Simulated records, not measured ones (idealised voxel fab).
Process module name: voxel transistor to metal
Displayed cross-section: cut, width of 170 nm, square cells sized 5 nm.
In what follows, cross-sections appear as grids of square cells, described through bands that run from the top down, where every band is one or more rows of cells. Look at the band entry: it leads with the top's height and the bottom's height in nm. Then it lists the materials left to right, with a width in nm for each. The word "throughout" on a single material says that material fills the band edge to edge. The word "blank" is empty space. Height 0 is the level under which the wafer as received is all one material. The lowest band goes on downwards, as in "0 and below". Width "30 to 40": first value at the band's top row of cells, second value at its bottom row, equal change from row to row. "no modifications" after a step means that no cell of the cross-section changed. In the "Enclosed cavity list" entry, you get each enclosed empty space of 8 cells or more, one with no open way to the top, written width x height at distance, distance from the left edge, in nm. Note: text after step settings on the step line = simulator remark on that step. Steps that use a mask can have "overlay nm" on their line. It says how far the mask sat to the right of where it was meant to be. Negative means to the left.
**Here's what the planned process steps look like**
1,op RECEIVE | material Si
2,op OXIDIZE | depth nm 5
3,op CONFORMAL_DEP | material SiN | thk nm 15
4,op DIRECTIONAL_DEP | material aC | thk nm 15
5,op PATTERN | tone cover | mask id ACTIVE | material resist | width nm 115 | thk nm 30 | overlay nm 0
6,op DIRECTIONAL_ETCH | etch materials aC | depth nm 15
7,op STRIP | etch materials resist
8,op DIRECTIONAL_ETCH | etch materials SiN | depth nm 15
9,op DIRECTIONAL_ETCH | etch materials SiO2 | depth nm 5
10,op DIRECTIONAL_ETCH | etch materials Si | depth nm 30
11,op STRIP | etch materials aC
12,op OXIDIZE | depth nm 5
13,op FILL_DEP | material SiO2 | thk nm 5
14,op CMP | height nm 15
15,op SELECTIVE_ETCH | etch materials SiO2 | depth nm 10
16,op STRIP | etch materials SiN
17,op SELECTIVE_ETCH | etch materials SiO2 | depth nm 5
18,op OXIDIZE | depth nm 5
19,op DIRECTIONAL_DEP | material polySi | thk nm 30
20,op DIRECTIONAL_DEP | material SiCN | thk nm 10
21,op DIRECTIONAL_DEP | material aC | thk nm 10
22,op PATTERN | tone cover | mask id GATE | material resist | width nm 25 | thk nm 30 | overlay nm 0
23,op DIRECTIONAL_ETCH | etch materials aC | depth nm 10
24,op STRIP | etch materials resist
25,op DIRECTIONAL_ETCH | etch materials SiCN | depth nm 20
26,op DIRECTIONAL_ETCH | etch materials polySi | depth nm 40
27,op STRIP | etch materials aC
28,op CONFORMAL_DEP | material SiO2 | thk nm 5
29,op DIRECTIONAL_ETCH | etch materials SiO2 | depth nm 5
30,op CONFORMAL_DEP | material SiN | thk nm 5
31,op DIRECTIONAL_ETCH | etch materials SiN | depth nm 5
32,op DIRECTIONAL_ETCH | etch materials SiO2 | depth nm 5
33,op EPI | material nSi | thk nm 5
34,op FILL_DEP | material SiO2 | thk nm 5
35,op CMP | height nm 35
36,op DIRECTIONAL_DEP | material SiO2 | thk nm 10
37,op DIRECTIONAL_DEP | material aC | thk nm 10
38,op PATTERN | tone open | mask id CONTACT | material resist | width nm 30 | pitch nm 65 | thk nm 30 | overlay nm 0
39,op DIRECTIONAL_ETCH | etch materials aC | depth nm 10
40,op STRIP | etch materials resist
41,op DIRECTIONAL_ETCH | etch materials SiO2 | depth nm 50
42,op STRIP | etch materials aC
43,op CONFORMAL_DEP | material TiN | thk nm 5
44,op FILL_DEP | material Ru | thk nm 10
45,op CMP | height nm 45
46,op DIRECTIONAL_DEP | material TiN | thk nm 5
47,op DIRECTIONAL_DEP | material Ru | thk nm 20
48,op MASKED_ETCH | tone cover | mask id METAL_1 | width nm 15 | pitch nm 80 | etch materials Ru | depth nm 20 | overlay nm 0
49,op MASKED_ETCH | tone cover | mask id METAL_1 | width nm 15 | pitch nm 80 | etch materials TiN | depth nm 5 | overlay nm 0
50,op FILL_DEP | material SiO2 | thk nm 10
51,op CMP | height nm 70
52,op CONFORMAL_DEP | material SiCN | thk nm 5
53,op DIRECTIONAL_DEP | material SiO2 | thk nm 30
54,op MASKED_ETCH | tone open | mask id METAL_2 | width nm 15 | pitch nm 80 | etch materials SiO2 | depth nm 15 | overlay nm 0
55,op DIRECTIONAL_DEP | material aC | thk nm 10
56,op PATTERN | tone open | mask id METAL_2_HOLES | material resist | width nm 15 | pitch nm 80 | thk nm 25 | overlay nm 0
57,op DIRECTIONAL_ETCH | etch materials aC | depth nm 10
58,op STRIP | etch materials resist
59,op DIRECTIONAL_ETCH | etch materials SiO2 | depth nm 15
60,op DIRECTIONAL_ETCH | etch materials SiCN | depth nm 5
61,op STRIP | etch materials aC
62,op CONFORMAL_DEP | material TiN | thk nm 5
63,op FILL_DEP | material Cu | thk nm 10
64,op CMP | height nm 105
65,op CONFORMAL_DEP | material SiN | thk nm 5
**First of the two wafers, run per plan**
**Shown in cross-section is the wafer as received, that is, as it stands after step 1**
  0 and below  Si throughout
  Enclosed cavity list: none
**Wafer xsec, post step 2**
  0 down to -5  SiO2 throughout
  Under the height -5 nothing was changed.
**Wafer xsec, post step 3**
  15 down to 0  SiN throughout
  Under the height 0 nothing was changed.
**Wafer xsec, post step 4**
  30 down to 15  aC throughout
  Under the height 15 nothing was changed.
**Wafer xsec, post step 5**
  60 down to 30  blank 25 nm, then resist 115 nm, then blank 30 nm
  Under the height 30 nothing was changed.
**Wafer xsec, post step 6**
  45 down to 30  blank 25 nm, then resist 115 nm, then blank 30 nm
  30 down to 15  blank 25 nm, then aC 115 nm, then blank 30 nm
  Under the height 15 nothing was changed.
**Wafer xsec, post step 7**
  30 down to 15  blank 25 nm, then aC 115 nm, then blank 30 nm
  Under the height 15 nothing was changed.
**Wafer xsec, post step 8**
  30 down to 15  blank 25 nm, then aC 115 nm, then blank 30 nm
  15 down to 0  blank 25 nm, then SiN 115 nm, then blank 30 nm
  Under the height 0 nothing was changed.
**Wafer xsec, post step 9**
  30 down to 15  blank 25 nm, then aC 115 nm, then blank 30 nm
  15 down to 0  blank 25 nm, then SiN 115 nm, then blank 30 nm
  0 down to -5  blank 25 nm, then SiO2 115 nm, then blank 30 nm
  Under the height -5 nothing was changed.
**Wafer xsec, post step 10**
  30 down to 15  blank 25 nm, then aC 115 nm, then blank 30 nm
  15 down to 0  blank 25 nm, then SiN 115 nm, then blank 30 nm
  0 down to -5  blank 25 nm, then SiO2 115 nm, then blank 30 nm
  -5 down to -35  blank 25 nm, then Si 115 nm, then blank 30 nm
  Under the height -35 nothing was changed.
**Wafer xsec, post step 11**
  15 down to 0  blank 25 nm, then SiN 115 nm, then blank 30 nm
  Under the height 0 nothing was changed.
**Wafer xsec, post step 12**
  15 down to 0  blank 25 nm, then SiN 115 nm, then blank 30 nm
  0 down to -5  blank 25 nm, then SiO2 115 nm, then blank 30 nm
  -5 down to -35  blank 25 nm, then SiO2 5 nm, then Si 105 nm, then SiO2 5 nm, then blank 30 nm
  -35 down to -40  SiO2 30 nm, then Si 105 nm, then SiO2 35 nm
  Under the height -40 nothing was changed.
**Wafer xsec, post step 13**
  20 down to 15  SiO2 throughout
  15 down to 0  SiO2 25 nm, then SiN 115 nm, then SiO2 30 nm
  0 down to -5  SiO2 throughout
  -5 down to -40  SiO2 30 nm, then Si 105 nm, then SiO2 35 nm
  Under the height -40 nothing was changed.
**Wafer xsec, post step 14**
  15 down to 0  SiO2 25 nm, then SiN 115 nm, then SiO2 30 nm
  Under the height 0 nothing was changed.
**Wafer xsec, post step 15**
  15 down to 5  blank 25 nm, then SiN 115 nm, then blank 30 nm
  Under the height 5 nothing was changed.
**Wafer xsec, post step 16**
  5 down to 0  SiO2 25 nm, then blank 115 nm, then SiO2 30 nm
  Under the height 0 nothing was changed.
**Wafer xsec, post step 17**
  0 down to -5  SiO2 20 nm, then blank 125 nm, then SiO2 25 nm
  Under the height -5 nothing was changed.
**Wafer xsec, post step 18**
  0 down to -5  SiO2 20 nm, then blank 125 nm, then SiO2 25 nm
  -5 down to -10  SiO2 throughout
  Under the height -10 nothing was changed.
**Wafer xsec, post step 19**
  30 down to 25  polySi 20 nm, then blank 125 nm, then polySi 25 nm
  25 down to 0  polySi throughout
  0 down to -5  SiO2 20 nm, then polySi 125 nm, then SiO2 25 nm
  Under the height -5 nothing was changed.
**Wafer xsec, post step 20**
  40 down to 35  SiCN 20 nm, then blank 125 nm, then SiCN 25 nm
  35 down to 30  SiCN throughout
  30 down to 25  polySi 20 nm, then SiCN 125 nm, then polySi 25 nm
  Under the height 25 nothing was changed.
**Wafer xsec, post step 21**
  50 down to 45  aC 20 nm, then blank 125 nm, then aC 25 nm
  45 down to 40  aC throughout
  40 down to 35  SiCN 20 nm, then aC 125 nm, then SiCN 25 nm
  Under the height 35 nothing was changed.
**Wafer xsec, post step 22**
  80 down to 50  blank 70 nm, then resist 25 nm, then blank 75 nm
  50 down to 45  aC 20 nm, then blank 50 nm, then resist 25 nm, then blank 50 nm, then aC 25 nm
  Under the height 45 nothing was changed.
**Wafer xsec, post step 23**
  70 down to 45  blank 70 nm, then resist 25 nm, then blank 75 nm
  45 down to 40  blank 70 nm, then aC 25 nm, then blank 75 nm
  40 down to 35  SiCN 20 nm, then blank 50 nm, then aC 25 nm, then blank 50 nm, then SiCN 25 nm
  Under the height 35 nothing was changed.
**Wafer xsec, post step 24**
  45 down to 40  blank 70 nm, then aC 25 nm, then blank 75 nm
  Under the height 40 nothing was changed.
**Wafer xsec, post step 25**
  45 down to 35  blank 70 nm, then aC 25 nm, then blank 75 nm
  35 down to 30  blank 70 nm, then SiCN 25 nm, then blank 75 nm
  30 down to 25  polySi 20 nm, then blank 50 nm, then SiCN 25 nm, then blank 50 nm, then polySi 25 nm
  Under the height 25 nothing was changed.
**Wafer xsec, post step 26**
  45 down to 35  blank 70 nm, then aC 25 nm, then blank 75 nm
  35 down to 25  blank 70 nm, then SiCN 25 nm, then blank 75 nm
  25 down to 0  blank 70 nm, then polySi 25 nm, then blank 75 nm
  0 down to -5  SiO2 20 nm, then blank 50 nm, then polySi 25 nm, then blank 50 nm, then SiO2 25 nm
  Under the height -5 nothing was changed.
**Wafer xsec, post step 27**
  35 down to 25  blank 70 nm, then SiCN 25 nm, then blank 75 nm
  Under the height 25 nothing was changed.
**Wafer xsec, post step 28**
  40 down to 35  blank 65 nm, then SiO2 35 nm, then blank 70 nm
  35 down to 25  blank 65 nm, then SiO2 5 nm, then SiCN 25 nm, then SiO2 5 nm, then blank 70 nm
  25 down to 5  blank 65 nm, then SiO2 5 nm, then polySi 25 nm, then SiO2 5 nm, then blank 70 nm
  5 down to 0  SiO2 25 nm, then blank 40 nm, then SiO2 5 nm, then polySi 25 nm, then SiO2 5 nm, then blank 40 nm, then SiO2 30 nm
  0 down to -5  SiO2 70 nm, then polySi 25 nm, then SiO2 75 nm
  Under the height -5 nothing was changed.
**Wafer xsec, post step 29**
  35 down to 25  blank 65 nm, then SiO2 5 nm, then SiCN 25 nm, then SiO2 5 nm, then blank 70 nm
  25 down to 0  blank 65 nm, then SiO2 5 nm, then polySi 25 nm, then SiO2 5 nm, then blank 70 nm
  0 down to -5  SiO2 25 nm, then blank 40 nm, then SiO2 5 nm, then polySi 25 nm, then SiO2 5 nm, then blank 40 nm, then SiO2 30 nm
  Under the height -5 nothing was changed.
**Wafer xsec, post step 30**
  40 down to 35  blank 60 nm, then SiN 45 nm, then blank 65 nm
  35 down to 25  blank 60 nm, then SiN 5 nm, then SiO2 5 nm, then SiCN 25 nm, then SiO2 5 nm, then SiN 5 nm, then blank 65 nm
  25 down to 5  blank 60 nm, then SiN 5 nm, then SiO2 5 nm, then polySi 25 nm, then SiO2 5 nm, then SiN 5 nm, then blank 65 nm
  5 down to 0  SiN 30 nm, then blank 30 nm, then SiN 5 nm, then SiO2 5 nm, then polySi 25 nm, then SiO2 5 nm, then SiN 5 nm, then blank 30 nm, then SiN 35 nm
  0 down to -5  SiO2 25 nm, then SiN 40 nm, then SiO2 5 nm, then polySi 25 nm, then SiO2 5 nm, then SiN 40 nm, then SiO2 30 nm
  Under the height -5 nothing was changed.
**Wafer xsec, post step 31**
  35 down to 25  blank 60 nm, then SiN 5 nm, then SiO2 5 nm, then SiCN 25 nm, then SiO2 5 nm, then SiN 5 nm, then blank 65 nm
  25 down to 0  blank 60 nm, then SiN 5 nm, then SiO2 5 nm, then polySi 25 nm, then SiO2 5 nm, then SiN 5 nm, then blank 65 nm
  0 down to -5  SiO2 25 nm, then SiN 5 nm, then blank 30 nm, then SiN 5 nm, then SiO2 5 nm, then polySi 25 nm, then SiO2 5 nm, then SiN 5 nm, then blank 30 nm, then SiN 5 nm, then SiO2 30 nm
  Under the height -5 nothing was changed.
**Wafer xsec, post step 32**
  35 down to 30  blank 60 nm, then SiN 5 nm, then blank 5 nm, then SiCN 25 nm, then blank 5 nm, then SiN 5 nm, then blank 65 nm
  30 down to 25  blank 60 nm, then SiN 5 nm, then SiO2 5 nm, then SiCN 25 nm, then SiO2 5 nm, then SiN 5 nm, then blank 65 nm
  25 down to 0  blank 60 nm, then SiN 5 nm, then SiO2 5 nm, then polySi 25 nm, then SiO2 5 nm, then SiN 5 nm, then blank 65 nm
  0 down to -5  blank 25 nm, then SiN 5 nm, then blank 30 nm, then SiN 5 nm, then SiO2 5 nm, then polySi 25 nm, then SiO2 5 nm, then SiN 5 nm, then blank 30 nm, then SiN 5 nm, then blank 30 nm
  -5 down to -10  SiO2 30 nm, then blank 30 nm, then SiO2 45 nm, then blank 30 nm, then SiO2 35 nm
  Under the height -10 nothing was changed.
**Wafer xsec, post step 33**
  35 down to 30  blank 60 nm, then SiN 5 nm, then blank 5 nm, then SiCN 25 nm, then blank 5 nm, then SiN 5 nm, then blank 65 nm
  30 down to 25  blank 60 nm, then SiN 5 nm, then SiO2 5 nm, then SiCN 25 nm, then SiO2 5 nm, then SiN 5 nm, then blank 65 nm
  25 down to 0  blank 60 nm, then SiN 5 nm, then SiO2 5 nm, then polySi 25 nm, then SiO2 5 nm, then SiN 5 nm, then blank 65 nm
  0 down to -5  blank 25 nm, then SiN 5 nm, then blank 30 nm, then SiN 5 nm, then SiO2 5 nm, then polySi 25 nm, then SiO2 5 nm, then SiN 5 nm, then blank 30 nm, then SiN 5 nm, then blank 30 nm
  -5 down to -10  SiO2 30 nm, then nSi 30 nm, then SiO2 45 nm, then nSi 30 nm, then SiO2 35 nm
  Under the height -10 nothing was changed.
**Wafer xsec, post step 34**
  40 down to 35  SiO2 throughout
  35 down to 25  SiO2 60 nm, then SiN 5 nm, then SiO2 5 nm, then SiCN 25 nm, then SiO2 5 nm, then SiN 5 nm, then SiO2 65 nm
  25 down to 0  SiO2 60 nm, then SiN 5 nm, then SiO2 5 nm, then polySi 25 nm, then SiO2 5 nm, then SiN 5 nm, then SiO2 65 nm
  0 down to -5  SiO2 25 nm, then SiN 5 nm, then SiO2 30 nm, then SiN 5 nm, then SiO2 5 nm, then polySi 25 nm, then SiO2 5 nm, then SiN 5 nm, then SiO2 30 nm, then SiN 5 nm, then SiO2 30 nm
  Under the height -5 nothing was changed.
**Wafer xsec, post step 35**
  35 down to 25  SiO2 60 nm, then SiN 5 nm, then SiO2 5 nm, then SiCN 25 nm, then SiO2 5 nm, then SiN 5 nm, then SiO2 65 nm
  Under the height 25 nothing was changed.
**Wafer xsec, post step 36**
  45 down to 35  SiO2 throughout
  Under the height 35 nothing was changed.
**Wafer xsec, post step 37**
  55 down to 45  aC throughout
  Under the height 45 nothing was changed.
**Wafer xsec, post step 38**
  85 down to 55  resist 35 nm, then blank 30 nm, then resist 35 nm, then blank 30 nm, then resist 40 nm
  Under the height 55 nothing was changed.
**Wafer xsec, post step 39**
  75 down to 55  resist 35 nm, then blank 30 nm, then resist 35 nm, then blank 30 nm, then resist 40 nm
  55 down to 45  aC 35 nm, then blank 30 nm, then aC 35 nm, then blank 30 nm, then aC 40 nm
  Under the height 45 nothing was changed.
**Wafer xsec, post step 40**
  55 down to 45  aC 35 nm, then blank 30 nm, then aC 35 nm, then blank 30 nm, then aC 40 nm
  Under the height 45 nothing was changed.
**Wafer xsec, post step 41**
  55 down to 45  aC 35 nm, then blank 30 nm, then aC 35 nm, then blank 30 nm, then aC 40 nm
  45 down to 35  SiO2 35 nm, then blank 30 nm, then SiO2 35 nm, then blank 30 nm, then SiO2 40 nm
  35 down to 25  SiO2 35 nm, then blank 25 nm, then SiN 5 nm, then SiO2 5 nm, then SiCN 25 nm, then SiO2 5 nm, then SiN 5 nm, then blank 25 nm, then SiO2 40 nm
  25 down to 0  SiO2 35 nm, then blank 25 nm, then SiN 5 nm, then SiO2 5 nm, then polySi 25 nm, then SiO2 5 nm, then SiN 5 nm, then blank 25 nm, then SiO2 40 nm
  0 down to -5  SiO2 25 nm, then SiN 5 nm, then SiO2 5 nm, then blank 25 nm, then SiN 5 nm, then SiO2 5 nm, then polySi 25 nm, then SiO2 5 nm, then SiN 5 nm, then blank 25 nm, then SiO2 5 nm, then SiN 5 nm, then SiO2 30 nm
  Under the height -5 nothing was changed.
**Wafer xsec, post step 42**
  45 down to 35  SiO2 35 nm, then blank 30 nm, then SiO2 35 nm, then blank 30 nm, then SiO2 40 nm
  Under the height 35 nothing was changed.
**Wafer xsec, post step 43**
  50 down to 45  TiN 40 nm, then blank 20 nm, then TiN 45 nm, then blank 20 nm, then TiN 45 nm
  45 down to 35  SiO2 35 nm, then TiN 5 nm, then blank 20 to 15 nm, then TiN 5 to 10 nm, then SiO2 35 nm, then TiN 5 to 10 nm, then blank 20 to 15 nm, then TiN 5 nm, then SiO2 40 nm
  35 down to 25  SiO2 35 nm, then TiN 5 nm, then blank 15 nm, then TiN 5 nm, then SiN 5 nm, then SiO2 5 nm, then SiCN 25 nm, then SiO2 5 nm, then SiN 5 nm, then TiN 5 nm, then blank 15 nm, then TiN 5 nm, then SiO2 40 nm
  25 down to 0  SiO2 35 nm, then TiN 5 nm, then blank 15 nm, then TiN 5 nm, then SiN 5 nm, then SiO2 5 nm, then polySi 25 nm, then SiO2 5 nm, then SiN 5 nm, then TiN 5 nm, then blank 15 nm, then TiN 5 nm, then SiO2 40 nm
  0 down to -5  SiO2 25 nm, then SiN 5 nm, then SiO2 5 nm, then TiN 25 nm, then SiN 5 nm, then SiO2 5 nm, then polySi 25 nm, then SiO2 5 nm, then SiN 5 nm, then TiN 25 nm, then SiO2 5 nm, then SiN 5 nm, then SiO2 30 nm
  Under the height -5 nothing was changed.
**Wafer xsec, post step 44**
  60 down to 50  Ru throughout
  50 down to 45  TiN 40 nm, then Ru 20 nm, then TiN 45 nm, then Ru 20 nm, then TiN 45 nm
  45 down to 35  SiO2 35 nm, then TiN 5 nm, then Ru 20 to 15 nm, then TiN 5 to 10 nm, then SiO2 35 nm, then TiN 5 to 10 nm, then Ru 20 to 15 nm, then TiN 5 nm, then SiO2 40 nm
  35 down to 25  SiO2 35 nm, then TiN 5 nm, then Ru 15 nm, then TiN 5 nm, then SiN 5 nm, then SiO2 5 nm, then SiCN 25 nm, then SiO2 5 nm, then SiN 5 nm, then TiN 5 nm, then Ru 15 nm, then TiN 5 nm, then SiO2 40 nm
  25 down to 0  SiO2 35 nm, then TiN 5 nm, then Ru 15 nm, then TiN 5 nm, then SiN 5 nm, then SiO2 5 nm, then polySi 25 nm, then SiO2 5 nm, then SiN 5 nm, then TiN 5 nm, then Ru 15 nm, then TiN 5 nm, then SiO2 40 nm
  Under the height 0 nothing was changed.
**Wafer xsec, post step 45**
  45 down to 35  SiO2 35 nm, then TiN 5 nm, then Ru 20 to 15 nm, then TiN 5 to 10 nm, then SiO2 35 nm, then TiN 5 to 10 nm, then Ru 20 to 15 nm, then TiN 5 nm, then SiO2 40 nm
  Under the height 35 nothing was changed.
**Wafer xsec, post step 46**
  50 down to 45  TiN throughout
  Under the height 45 nothing was changed.
**Wafer xsec, post step 47**
  70 down to 50  Ru throughout
  Under the height 50 nothing was changed.
**Wafer xsec, post step 48**
  70 down to 50  blank 35 nm, then Ru 15 nm, then blank 65 nm, then Ru 15 nm, then blank 40 nm
  Under the height 50 nothing was changed.
**Wafer xsec, post step 49**
  70 down to 50  blank 35 nm, then Ru 15 nm, then blank 65 nm, then Ru 15 nm, then blank 40 nm
  50 down to 45  blank 35 nm, then TiN 15 nm, then blank 65 nm, then TiN 15 nm, then blank 40 nm
  Under the height 45 nothing was changed.
**Wafer xsec, post step 50**
  80 down to 70  SiO2 throughout
  70 down to 50  SiO2 35 nm, then Ru 15 nm, then SiO2 65 nm, then Ru 15 nm, then SiO2 40 nm
  50 down to 45  SiO2 35 nm, then TiN 15 nm, then SiO2 65 nm, then TiN 15 nm, then SiO2 40 nm
  Under the height 45 nothing was changed.
**Wafer xsec, post step 51**
  70 down to 50  SiO2 35 nm, then Ru 15 nm, then SiO2 65 nm, then Ru 15 nm, then SiO2 40 nm
  Under the height 50 nothing was changed.
**Wafer xsec, post step 52**
  75 down to 70  SiCN throughout
  Under the height 70 nothing was changed.
**Wafer xsec, post step 53**
  105 down to 75  SiO2 throughout
  Under the height 75 nothing was changed.
**Wafer xsec, post step 54**
  105 down to 90  SiO2 35 nm, then blank 15 nm, then SiO2 65 nm, then blank 15 nm, then SiO2 40 nm
  Under the height 90 nothing was changed.
**Wafer xsec, post step 55**
  115 down to 105  aC 35 nm, then blank 15 nm, then aC 65 nm, then blank 15 nm, then aC 40 nm
  105 down to 100  SiO2 35 nm, then blank 15 nm, then SiO2 65 nm, then blank 15 nm, then SiO2 40 nm
  100 down to 90  SiO2 35 nm, then aC 15 nm, then SiO2 65 nm, then aC 15 nm, then SiO2 40 nm
  Under the height 90 nothing was changed.
**Wafer xsec, post step 56**
  140 down to 115  resist 35 nm, then blank 15 nm, then resist 65 nm, then blank 15 nm, then resist 40 nm
  Under the height 115 nothing was changed.
**Wafer xsec, post step 57**
  130 down to 115  resist 35 nm, then blank 15 nm, then resist 65 nm, then blank 15 nm, then resist 40 nm
  115 down to 105  aC 35 nm, then blank 15 nm, then aC 65 nm, then blank 15 nm, then aC 40 nm
  105 down to 90  SiO2 35 nm, then blank 15 nm, then SiO2 65 nm, then blank 15 nm, then SiO2 40 nm
  Under the height 90 nothing was changed.
**Wafer xsec, post step 58**
  115 down to 105  aC 35 nm, then blank 15 nm, then aC 65 nm, then blank 15 nm, then aC 40 nm
  Under the height 105 nothing was changed.
**Wafer xsec, post step 59**
  115 down to 105  aC 35 nm, then blank 15 nm, then aC 65 nm, then blank 15 nm, then aC 40 nm
  105 down to 75  SiO2 35 nm, then blank 15 nm, then SiO2 65 nm, then blank 15 nm, then SiO2 40 nm
  Under the height 75 nothing was changed.
**Wafer xsec, post step 60**
  115 down to 105  aC 35 nm, then blank 15 nm, then aC 65 nm, then blank 15 nm, then aC 40 nm
  105 down to 75  SiO2 35 nm, then blank 15 nm, then SiO2 65 nm, then blank 15 nm, then SiO2 40 nm
  75 down to 70  SiCN 35 nm, then blank 15 nm, then SiCN 65 nm, then blank 15 nm, then SiCN 40 nm
  Under the height 70 nothing was changed.
**Wafer xsec, post step 61**
  105 down to 75  SiO2 35 nm, then blank 15 nm, then SiO2 65 nm, then blank 15 nm, then SiO2 40 nm
  Under the height 75 nothing was changed.
**Wafer xsec, post step 62**
  110 down to 105  TiN 40 nm, then blank 5 nm, then TiN 75 nm, then blank 5 nm, then TiN 45 nm
  105 down to 75  SiO2 35 nm, then TiN 5 nm, then blank 5 nm, then TiN 5 nm, then SiO2 65 nm, then TiN 5 nm, then blank 5 nm, then TiN 5 nm, then SiO2 40 nm
  75 down to 70  SiCN 35 nm, then TiN 15 nm, then SiCN 65 nm, then TiN 15 nm, then SiCN 40 nm
  Under the height 70 nothing was changed.
**Wafer xsec, post step 63**
  120 down to 110  Cu throughout
  110 down to 105  TiN 40 nm, then Cu 5 nm, then TiN 75 nm, then Cu 5 nm, then TiN 45 nm
  105 down to 75  SiO2 35 nm, then TiN 5 nm, then Cu 5 nm, then TiN 5 nm, then SiO2 65 nm, then TiN 5 nm, then Cu 5 nm, then TiN 5 nm, then SiO2 40 nm
  Under the height 75 nothing was changed.
**Wafer xsec, post step 64**
  105 down to 75  SiO2 35 nm, then TiN 5 nm, then Cu 5 nm, then TiN 5 nm, then SiO2 65 nm, then TiN 5 nm, then Cu 5 nm, then TiN 5 nm, then SiO2 40 nm
  Under the height 75 nothing was changed.
**Wafer xsec, post step 65**
  110 down to 105  SiN throughout
  Under the height 105 nothing was changed.
**Wafer two. Same start, same plan, one slip in execution. Same as wafer one through step 47, inclusive**
**Look at the second wafer in cross-section at the time step 48 ought to have finished**
  70 down to 50  Ru 35 nm, then blank 15 nm, then Ru 65 nm, then blank 15 nm, then Ru 40 nm
  Under the height 50 nothing was changed.
Look at the second wafer in cross-section at the time step 49 ought to have finished: no modifications
**Look at the second wafer in cross-section at the time step 50 ought to have finished**
  80 down to 70  SiO2 throughout
  70 down to 50  Ru 35 nm, then SiO2 15 nm, then Ru 65 nm, then SiO2 15 nm, then Ru 40 nm
  Under the height 50 nothing was changed.
**Look at the second wafer in cross-section at the time step 51 ought to have finished**
  70 down to 50  Ru 35 nm, then SiO2 15 nm, then Ru 65 nm, then SiO2 15 nm, then Ru 40 nm
  Under the height 50 nothing was changed.
**Look at the second wafer in cross-section at the time step 52 ought to have finished**
  75 down to 70  SiCN throughout
  Under the height 70 nothing was changed.
**Look at the second wafer in cross-section at the time step 53 ought to have finished**
  105 down to 75  SiO2 throughout
  Under the height 75 nothing was changed.
**Look at the second wafer in cross-section at the time step 54 ought to have finished**
  105 down to 90  SiO2 35 nm, then blank 15 nm, then SiO2 65 nm, then blank 15 nm, then SiO2 40 nm
  Under the height 90 nothing was changed.
**Look at the second wafer in cross-section at the time step 55 ought to have finished**
  115 down to 105  aC 35 nm, then blank 15 nm, then aC 65 nm, then blank 15 nm, then aC 40 nm
  105 down to 100  SiO2 35 nm, then blank 15 nm, then SiO2 65 nm, then blank 15 nm, then SiO2 40 nm
  100 down to 90  SiO2 35 nm, then aC 15 nm, then SiO2 65 nm, then aC 15 nm, then SiO2 40 nm
  Under the height 90 nothing was changed.
**Look at the second wafer in cross-section at the time step 56 ought to have finished**
  140 down to 115  resist 35 nm, then blank 15 nm, then resist 65 nm, then blank 15 nm, then resist 40 nm
  Under the height 115 nothing was changed.
**Look at the second wafer in cross-section at the time step 57 ought to have finished**
  130 down to 115  resist 35 nm, then blank 15 nm, then resist 65 nm, then blank 15 nm, then resist 40 nm
  115 down to 105  aC 35 nm, then blank 15 nm, then aC 65 nm, then blank 15 nm, then aC 40 nm
  105 down to 90  SiO2 35 nm, then blank 15 nm, then SiO2 65 nm, then blank 15 nm, then SiO2 40 nm
  Under the height 90 nothing was changed.
**Look at the second wafer in cross-section at the time step 58 ought to have finished**
  115 down to 105  aC 35 nm, then blank 15 nm, then aC 65 nm, then blank 15 nm, then aC 40 nm
  Under the height 105 nothing was changed.
**Look at the second wafer in cross-section at the time step 59 ought to have finished**
  115 down to 105  aC 35 nm, then blank 15 nm, then aC 65 nm, then blank 15 nm, then aC 40 nm
  105 down to 75  SiO2 35 nm, then blank 15 nm, then SiO2 65 nm, then blank 15 nm, then SiO2 40 nm
  Under the height 75 nothing was changed.
**Look at the second wafer in cross-section at the time step 60 ought to have finished**
  115 down to 105  aC 35 nm, then blank 15 nm, then aC 65 nm, then blank 15 nm, then aC 40 nm
  105 down to 75  SiO2 35 nm, then blank 15 nm, then SiO2 65 nm, then blank 15 nm, then SiO2 40 nm
  75 down to 70  SiCN 35 nm, then blank 15 nm, then SiCN 65 nm, then blank 15 nm, then SiCN 40 nm
  Under the height 70 nothing was changed.
**Look at the second wafer in cross-section at the time step 61 ought to have finished**
  105 down to 75  SiO2 35 nm, then blank 15 nm, then SiO2 65 nm, then blank 15 nm, then SiO2 40 nm
  Under the height 75 nothing was changed.
**Look at the second wafer in cross-section at the time step 62 ought to have finished**
  110 down to 105  TiN 40 nm, then blank 5 nm, then TiN 75 nm, then blank 5 nm, then TiN 45 nm
  105 down to 75  SiO2 35 nm, then TiN 5 nm, then blank 5 nm, then TiN 5 nm, then SiO2 65 nm, then TiN 5 nm, then blank 5 nm, then TiN 5 nm, then SiO2 40 nm
  75 down to 70  SiCN 35 nm, then TiN 15 nm, then SiCN 65 nm, then TiN 15 nm, then SiCN 40 nm
  Under the height 70 nothing was changed.
**Look at the second wafer in cross-section at the time step 63 ought to have finished**
  120 down to 110  Cu throughout
  110 down to 105  TiN 40 nm, then Cu 5 nm, then TiN 75 nm, then Cu 5 nm, then TiN 45 nm
  105 down to 75  SiO2 35 nm, then TiN 5 nm, then Cu 5 nm, then TiN 5 nm, then SiO2 65 nm, then TiN 5 nm, then Cu 5 nm, then TiN 5 nm, then SiO2 40 nm
  Under the height 75 nothing was changed.
**Look at the second wafer in cross-section at the time step 64 ought to have finished**
  105 down to 75  SiO2 35 nm, then TiN 5 nm, then Cu 5 nm, then TiN 5 nm, then SiO2 65 nm, then TiN 5 nm, then Cu 5 nm, then TiN 5 nm, then SiO2 40 nm
  Under the height 75 nothing was changed.
**Look at the second wafer in cross-section at the time step 65 ought to have finished**
  110 down to 105  SiN throughout
  Under the height 105 nothing was changed.
Which mistake was made when the wafer was run? step 48 ran differently from the plan; actual operation with settings: op MASKED_ETCH | tone open | mask id METAL_1 | width nm 15 | pitch nm 80 | etch materials Ru | depth nm 20 | overlay nm 0
Wafer comparison, final, in cells, second relative to first, materials more or fewer: Ru +88 | SiO2 -116 | TiN +28
